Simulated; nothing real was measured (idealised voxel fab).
The process module presented herein is designated voxel fin reveal.
For reference, the cross-section in this document is cut, with width 155 nm and square cells of 5 nm.
Just so we're on the same page, the cross-sections are grids of square cells, and they're listed out in bands top to bottom, each band one or more rows deep. Band: top and bottom heights (nm) first, top before bottom; then materials from left to right, widths in nm. "throughout" marks a sole material filling the band edge to edge. "blank" denotes empty space. Convention: height 0 is the level below which the wafer, as received, is all one material. The lowest band does not terminate at the bottom but continues downward, represented as "0 down". Top row gets the first number, bottom row gets the second, and each row in between changes by the same step: that is how a band width like "30..40" works. Reading "nothing was modified" for a step: not a cell of the cross-section changed in it. "Enclosed cavity list" lists enclosed empty spaces (at least 8 cells, no open path upward to the top), each as width x height at distance from the left edge, in nm. That trailing text on a step's line, after the settings, is the simulator's own remark on the step. "overlay nm" on a masked step: distance the mask lay right of its planned place, negative for left.

[Set out below are the planned steps of the process]
| 1 | RECEIVE [material Si] |
| 2 | CONFORMAL_DEP [material SiN] [thk nm 5] |
| 3 | DIRECTIONAL_DEP [material aC] [thk nm 15] |
| 4 | PATTERN [tone cover] [mask id FINS] [material resist] [width nm 15] [pitch nm 40] [thk nm 35] [overlay nm 0] |
| 5 | DIRECTIONAL_ETCH [etch materials aC] [depth nm 15] |
| 6 | STRIP [etch materials resist] |
| 7 | DIRECTIONAL_ETCH [etch materials SiN] [depth nm 5] |
| 8 | DIRECTIONAL_ETCH [etch materials Si] [depth nm 25] |
| 9 | STRIP [etch materials aC] |
| 10 | FILL_DEP [material SiO2] [thk nm 10] |
| 11 | CMP [height nm 5] |
| 12 | SELECTIVE_ETCH [etch materials SiO2] [depth nm 15] |
| 13 | STRIP [etch materials SiN] |
| 14 | CONFORMAL_DEP [material SiO2] [thk nm 5] |
The depth nm used in step 8 is not the same on every wafer, whereas the starting condition is; the value printed in the plan is the first wafer's.

[After step 1, as received: first of several wafers, cross-section]
0 down = Si throughout
Enclosed cavity list: none

[For your reference, the table is organized with a row per wafer; each row reflects the wafer at the end of the module, indicating for each material the cells gained (+) or lost (-) since receipt, and thereafter its closed voids]
depth nm 25; -125 Si; +114 SiO2; Enclosed cavity list: none
depth nm 30; -150 Si; +139 SiO2; Enclosed cavity list: none
depth nm 35; -175 Si; +164 SiO2; Enclosed cavity list: none
depth nm 40; -200 Si; +189 SiO2; Enclosed cavity list: none
depth nm 45; -225 Si; +214 SiO2; Enclosed cavity list: none
depth nm 50; -250 Si; +239 SiO2; Enclosed cavity list: none
